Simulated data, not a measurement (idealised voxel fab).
Process module, titled voxel gate over fins
Xsec cut, 225 nm wide, square cell size 5 nm.
If you're reading a cross-section in this doc, picture square cells in a grid; it comes to you as bands, top ones listed first down to the bottom, and a band can be one or more rows of cells. Within each band entry, the heights of the top and of the bottom of the band appear first, in that order and in nm; the materials of the band then follow from left to right, each with its corresponding width in nm. The designation "all across" on a single material indicates that it fills the band from edge to edge; the designation "air" indicates empty space. The level at which height equals 0 is the one under which the wafer, as it arrives, is entirely one material. No lower edge exists for the bottom band, which continues downward and is notated as in "0 down". The expression "30..40" gives the width at the extremes of the band, the first number at its top row of cells and the second at its bottom row, with the width changing by equal amounts from each row to the next in between. "changes: none" (step): cross-section cells unchanged, all of them. Closed-off voids of 8+ cells (no open route to the top) go in "Trapped void list", written width x height at distance from the left edge, in nm. Text after the settings on a step's line: the simulator's own remark on that step. overlay nm: how far to the right of its planned place the mask lay on this masked step (negative: to the left).

-- plan
- 1: RECEIVE: material Si
- 2: CONFORMAL_DEP: material SiN, thk nm 10
- 3: PATTERN: tone cover, mask id FINS, material resist, width nm 15, pitch nm 45, thk nm 15, overlay nm 0
- 4: DIRECTIONAL_ETCH: etch materials SiN, depth nm 10
- 5: DIRECTIONAL_ETCH: etch materials Si, depth nm 30
- 6: STRIP: etch materials resist
- 7: OXIDIZE: depth nm 5
- 8: FILL_DEP: material SiO2, thk nm 5
- 9: CMP: height nm 10
- 10: SELECTIVE_ETCH: etch materials SiO2, depth nm 25
- 11: STRIP: etch materials SiN
- 12: CONFORMAL_DEP: material HfO2, thk nm 5
- 13: CONFORMAL_DEP: material TiN, thk nm 5
- 14: CONFORMAL_DEP: material TiAl, thk nm 5
- 15: CONFORMAL_DEP: material TiN, thk nm 5
- 16: FILL_DEP: material W, thk nm 10
- 17: CMP: height nm 25
- 18: CONFORMAL_DEP: material SiCN, thk nm 5

-- Wafer, first of two, run as planned

-- Incoming wafer, cross-sectional view, post step 1
- 0 down  Si all across
- Trapped void list: none

-- Wafer xsec, post step 2
- 10 to 0  SiN all across
- Heights below 0 show no change.

-- Wafer xsec, post step 3
- 25 to 10  80 air  15 resist  30 air  15 resist  85 air
- Heights below 10 show no change.

-- Wafer xsec, post step 4
- 25 to 10  80 air  15 resist  30 air  15 resist  85 air
- 10 to 0  80 air  15 SiN  30 air  15 SiN  85 air
- Heights below 0 show no change.

-- Wafer xsec, post step 5
- 25 to 10  80 air  15 resist  30 air  15 resist  85 air
- 10 to 0  80 air  15 SiN  30 air  15 SiN  85 air
- 0 to -30  80 air  15 Si  30 air  15 Si  85 air
- Heights below -30 show no change.

-- Wafer xsec, post step 6
- 10 to 0  80 air  15 SiN  30 air  15 SiN  85 air
- Heights below 0 show no change.

-- Wafer xsec, post step 7
- 10 to 0  80 air  15 SiN  30 air  15 SiN  85 air
- 0 to -30  80 air  5 SiO2  5 Si  5 SiO2  30 air  5 SiO2  5 Si  5 SiO2  85 air
- -30 to -35  85 SiO2  5 Si  40 SiO2  5 Si  90 SiO2
- Heights below -35 show no change.

-- Wafer xsec, post step 8
- 15 to 10  SiO2 all across
- 10 to 0  80 SiO2  15 SiN  30 SiO2  15 SiN  85 SiO2
- 0 to -35  85 SiO2  5 Si  40 SiO2  5 Si  90 SiO2
- Heights below -35 show no change.

-- Wafer xsec, post step 9
- 10 to 0  80 SiO2  15 SiN  30 SiO2  15 SiN  85 SiO2
- Heights below 0 show no change.

-- Wafer xsec, post step 10
- 10 to 0  80 air  15 SiN  30 air  15 SiN  85 air
- 0 to -15  85 air  5 Si  40 air  5 Si  90 air
- Heights below -15 show no change.

-- Wafer xsec, post step 11
- 0 to -15  85 air  5 Si  40 air  5 Si  90 air
- Heights below -15 show no change.

-- Wafer xsec, post step 12
- 5 to 0  80 air  15 HfO2  30 air  15 HfO2  85 air
- 0 to -10  80 air  5 HfO2  5 Si  5 HfO2  30 air  5 HfO2  5 Si  5 HfO2  85 air
- -10 to -15  85 HfO2  5 Si  40 HfO2  5 Si  90 HfO2
- Heights below -15 show no change.

-- Wafer xsec, post step 13
- 10 to 5  75 air  25 TiN  20 air  25 TiN  80 air
- 5 to 0  75 air  5 TiN  15 HfO2  5 TiN  20 air  5 TiN  15 HfO2  5 TiN  80 air
- 0 to -5  75 air  5 TiN  5 HfO2  5 Si  5 HfO2  5 TiN  20 air  5 TiN  5 HfO2  5 Si  5 HfO2  5 TiN  80 air
- -5 to -10  80 TiN  5 HfO2  5 Si  5 HfO2  30 TiN  5 HfO2  5 Si  5 HfO2  85 TiN
- Heights below -10 show no change.

-- Wafer xsec, post step 14
- 15 to 10  70 air  35 TiAl  10 air  35 TiAl  75 air
- 10 to 5  70 air  5 TiAl  25 TiN  5 TiAl  10 air  5 TiAl  25 TiN  5 TiAl  75 air
- 5 to 0  70 air  5 TiAl  5 TiN  15 HfO2  5 TiN  5 TiAl  10 air  5 TiAl  5 TiN  15 HfO2  5 TiN  5 TiAl  75 air
- 0 to -5  75 TiAl  5 TiN  5 HfO2  5 Si  5 HfO2  5 TiN  20 TiAl  5 TiN  5 HfO2  5 Si  5 HfO2  5 TiN  80 TiAl
- Heights below -5 show no change.

-- Wafer xsec, post step 15
- 20 to 15  65 air  90 TiN  70 air
- 15 to 10  65 air  5 TiN  35 TiAl  10 TiN  35 TiAl  5 TiN  70 air
- 10 to 5  65 air  5 TiN  5 TiAl  25 TiN  5 TiAl  10 TiN  5 TiAl  25 TiN  5 TiAl  5 TiN  70 air
- 5 to 0  70 TiN  5 TiAl  5 TiN  15 HfO2  5 TiN  5 TiAl  10 TiN  5 TiAl  5 TiN  15 HfO2  5 TiN  5 TiAl  75 TiN
- Heights below 0 show no change.

-- Wafer xsec, post step 16
- 30 to 20  W all across
- 20 to 15  65 W  90 TiN  70 W
- 15 to 10  65 W  5 TiN  35 TiAl  10 TiN  35 TiAl  5 TiN  70 W
- 10 to 5  65 W  5 TiN  5 TiAl  25 TiN  5 TiAl  10 TiN  5 TiAl  25 TiN  5 TiAl  5 TiN  70 W
- Heights below 5 show no change.

-- Wafer xsec, post step 17
- 25 to 20  W all across
- Heights below 20 show no change.

-- Wafer xsec, post step 18
- 30 to 25  SiCN all across
- Heights below 25 show no change.

-- Okay, second wafer. Nothing different at the start, nothing different in the plan, just one mistake somewhere in the running. As far as step 13, counting that step, it's the first wafer all over again

-- Planned end of step 14: second wafer, cross-section
- 25 to 10  60 air  100 TiAl  65 air
- 10 to 5  75 TiAl  25 TiN  20 TiAl  25 TiN  80 TiAl
- 5 to 0  75 TiAl  5 TiN  15 HfO2  5 TiN  20 TiAl  5 TiN  15 HfO2  5 TiN  80 TiAl
- 0 to -5  75 TiAl  5 TiN  5 HfO2  5 Si  5 HfO2  5 TiN  20 TiAl  5 TiN  5 HfO2  5 Si  5 HfO2  5 TiN  80 TiAl
- Heights below -5 show no change.

-- Planned end of step 15: second wafer, cross-section
- 30 to 25  55 air  110 TiN  60 air
- 25 to 15  55 air  5 TiN  100 TiAl  5 TiN  60 air
- 15 to 10  60 TiN  100 TiAl  65 TiN
- Heights below 10 show no change.

-- Planned end of step 16: second wafer, cross-section
- 40 to 30  W all across
- 30 to 25  55 W  110 TiN  60 W
- 25 to 15  55 W  5 TiN  100 TiAl  5 TiN  60 W
- Heights below 15 show no change.

-- Planned end of step 17: second wafer, cross-section
- 25 to 15  55 W  5 TiN  100 TiAl  5 TiN  60 W
- Heights below 15 show no change.

-- Planned end of step 18: second wafer, cross-section
- 30 to 25  SiCN all across
- Heights below 25 show no change.
Misprocessing identified: heads up, step 14 didn't go per plan, it actually ran as CONFORMAL_DEP: material TiAl, thk nm 15
It is noted that, at the conclusion of processing, the second wafer exhibits a higher or lower cell count for certain materials relative to the first: TiAl +108 | TiN -28 | W -80
